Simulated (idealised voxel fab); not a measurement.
This is a process module. Its name is voxel fin reveal.
Cross-sectional view cut (width: 200 nm; square cell size: 5 nm).
Cross-section = grid of square cells, listed top down in bands; band = one or more rows.
Heights first: top, then bottom, in nm. Then materials, left to right, each with a width in nm. "everywhere" on a single material: fills the band edge to edge. "blank": empty space.
We count height from 0. Below that, the starting wafer is all one material. The lowest band never ends at the bottom but goes on down; see "top 0, no bottom" for how that is written.
Think of "30..40" as a width that walks from the first number to the second as you go down the band, top row to bottom row, taking equal-sized steps from row to row.
"no alteration" (step): cross-section cells unchanged, all of them.
The label "Sealed void list" introduces a list of the empty spaces, 8 cells or larger, that have no open way up to the top; each entry in it reads width x height at distance, where the distance is taken from the left edge and all three are stated in nm.
Post-settings text on a step line: simulator's own remark regarding the step.
You can add "overlay nm" to a step's line. For a step with a mask, it describes how far the mask lay to the right of its planned position, and a negative number describes a lay to the left.
**Here's what the planned process steps look like**
1,RECEIVE, material Si
2,CONFORMAL_DEP, material SiN, thk nm 5
3,PATTERN, tone cover, mask id FINS, material resist, width nm 15, pitch nm 45, thk nm 20, overlay nm 0
4,DIRECTIONAL_ETCH, etch materials SiN, depth nm 5
5,DIRECTIONAL_ETCH, etch materials Si, depth nm 35
6,STRIP, etch materials resist
7,FILL_DEP, material SiO2, thk nm 5
8,CMP, height nm 5
9,SELECTIVE_ETCH, etch materials SiO2, depth nm 20
10,STRIP, etch materials SiN
11,CONFORMAL_DEP, material HfO2, thk nm 5
**Cross-section of the wafer as it came to us, i.e., already through step 1**
    top 0, no bottom  Si everywhere
    Sealed void list: none
**first wafer at the end, as planned**
    top 5, bottom 0  65 of blank | 25 of HfO2 | 20 of blank | 25 of HfO2 | 65 of blank
    top 0, bottom -10  65 of blank | 5 of HfO2 | 15 of Si | 5 of HfO2 | 20 of blank | 5 of HfO2 | 15 of Si | 5 of HfO2 | 65 of blank
    top -10, bottom -15  70 of HfO2 | 15 of Si | 30 of HfO2 | 15 of Si | 70 of HfO2
    top -15, bottom -35  70 of SiO2 | 15 of Si | 30 of SiO2 | 15 of Si | 70 of SiO2
    top -35, no bottom  Si everywhere
    Sealed void list: none
**Wafer two, sectioned after the module: the first wafer's start, the first wafer's plan, and one mistake in how it was run**
    top 5, bottom 0  65 of blank | 25 of HfO2 | 20 of blank | 25 of HfO2 | 65 of blank
    top 0, bottom -10  65 of blank | 5 of HfO2 | 15 of Si | 5 of HfO2 | 20 of blank | 5 of HfO2 | 15 of Si | 5 of HfO2 | 65 of blank
    top -10, bottom -15  55 of HfO2 | 10 of blank | 5 of HfO2 | 15 of Si | 5 of HfO2 | 20 of blank | 5 of HfO2 | 15 of Si | 5 of HfO2 | 10 of blank | 55 of HfO2
    top -15, bottom -20  50 of SiO2 | 20 of HfO2 | 15 of Si | 30 of HfO2 | 15 of Si | 20 of HfO2 | 50 of SiO2
    top -20, bottom -35  70 of SiO2 | 15 of Si | 30 of SiO2 | 15 of Si | 70 of SiO2
    top -35, no bottom  Si everywhere
    Sealed void list: none
What was the processing mistake? steps 9 and 10 swapped
Per the end-of-run cell counts, the second wafer holds more or fewer of some materials than the first: HfO2 +6 | SiO2 -14
